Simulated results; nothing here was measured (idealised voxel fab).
Documented hereafter: the process module known as voxel self aligned contacts.
Each square cell in cross-section cut measures 5 nm, and the section as a whole is 220 nm wide.
Bands, listed from the top down, are how a cross-section gets written in this document; the cross-section itself is a grid of square cells, and a band is one or more rows of them.
Within each band entry, the heights of the top and of the bottom of the band appear first, in that order and in nm; the materials of the band then follow from left to right, each with its corresponding width in nm. The designation "full width" on a single material indicates that it fills the band from edge to edge; the designation "empty" indicates empty space.
Counting heights begins at 0, where everything beneath is, in the wafer as received, one material. The lowest band has no bottom; it goes on downwards, as "0 down" shows.
Graded width ("30..40"): value in top row of band = first number; value in bottom row = second number; row-to-row change constant.
It should be understood that the words "remained unchanged", when stated for a given step, signify that the cross-section underwent no change in any of its cells during that step.
Listed in "Fully closed voids": every empty space of 8 or more cells without an open way to the top. Form: width x height at distance, the distance being from the left edge, all in nm.
That trailing text on a step's line, after the settings, is the simulator's own remark on the step.
"overlay nm" answers the question of how far to the right of plan the mask lay on a step that has a mask, and when it is negative the answer is to the left.
Process steps foreseen in the plan
1) RECEIVE | material Si
2) CONFORMAL_DEP | material SiO2 | thk nm 5
3) DIRECTIONAL_DEP | material polySi | thk nm 30
4) DIRECTIONAL_DEP | material SiN | thk nm 15
5) PATTERN | tone cover | mask id GATE | material resist | width nm 25 | pitch nm 55 | thk nm 20 | overlay nm 0
6) DIRECTIONAL_ETCH | etch materials SiN | depth nm 15
7) DIRECTIONAL_ETCH | etch materials polySi | depth nm 30
8) STRIP | etch materials resist
9) CONFORMAL_DEP | material SiN | thk nm 5
10) DIRECTIONAL_ETCH | etch materials SiN | depth nm 5
11) FILL_DEP | material SiO2 | thk nm 10
12) CMP | height nm 55
13) PATTERN | tone open | mask id CONTACT | material resist | width nm 40 | pitch nm 55 | thk nm 20 | overlay nm 0
14) DIRECTIONAL_ETCH | etch materials SiO2 | depth nm 55
15) STRIP | etch materials resist
16) CONFORMAL_DEP | material TiN | thk nm 5
17) FILL_DEP | material W | thk nm 5
18) CMP | height nm 55
19) CONFORMAL_DEP | material SiCN | thk nm 5
For clarity, it should be stated that the wafers under discussion commence in an identical condition and differ with respect to the thk nm of step 9, the plan indicating the value that the first wafer had.
Received wafers, first of several: cross-section after step 1
0 down  Si full width
Fully closed voids: none
At the end of the module, after its last step, step 19, the first of several wafers appears in cross-section as follows
60 to 55  SiCN full width
55 to 50  SiO2 60 nm, then TiN 15 nm, then W 10 nm, then TiN 15 nm, then SiO2 15 nm, then TiN 15 nm, then W 10 nm, then TiN 15 nm, then SiO2 65 nm
50 to 35  SiO2 35 nm, then SiN 35 nm, then TiN 5 nm, then W 10 nm, then TiN 5 nm, then SiN 35 nm, then TiN 5 nm, then W 10 nm, then TiN 5 nm, then SiN 35 nm, then SiO2 40 nm
35 to 5  SiO2 35 nm, then SiN 5 nm, then polySi 25 nm, then SiN 5 nm, then TiN 5 nm, then W 10 nm, then TiN 5 nm, then SiN 5 nm, then polySi 25 nm, then SiN 5 nm, then TiN 5 nm, then W 10 nm, then TiN 5 nm, then SiN 5 nm, then polySi 25 nm, then SiN 5 nm, then SiO2 40 nm
5 to 0  SiO2 70 nm, then TiN 20 nm, then SiO2 35 nm, then TiN 20 nm, then SiO2 75 nm
0 down  Si full width
Fully closed voids: none
Last-wafer cross-section at the end of the module
60 to 55  SiCN full width
55 to 35  SiO2 20 nm, then SiN 175 nm, then SiO2 25 nm
35 to 20  SiO2 20 nm, then SiN 20 nm, then polySi 25 nm, then SiN 30 nm, then polySi 25 nm, then SiN 30 nm, then polySi 25 nm, then SiN 20 nm, then SiO2 25 nm
20 to 5  SiN 40 nm, then polySi 25 nm, then SiN 30 nm, then polySi 25 nm, then SiN 30 nm, then polySi 25 nm, then SiN 45 nm
5 to 0  SiO2 full width
0 down  Si full width
Fully closed voids: none
Heads up, this table goes wafer by wafer. A row tells you, at the end of the module, how many cells of each material that wafer has put on (+) or dropped (-) since it was received, and then its closed voids
thk nm 5, +44 SiCN, +99 SiN, +199 SiO2, +56 TiN, +40 W, +90 polySi, Fully closed voids: none
thk nm 10, +44 SiCN, +197 SiN, +161 SiO2, +36 TiN, +90 polySi, Fully closed voids: none
thk nm 15, +44 SiCN, +262 SiN, +132 SiO2, +90 polySi, Fully closed voids: none
thk nm 20, +44 SiCN, +287 SiN, +107 SiO2, +90 polySi, Fully closed voids: none
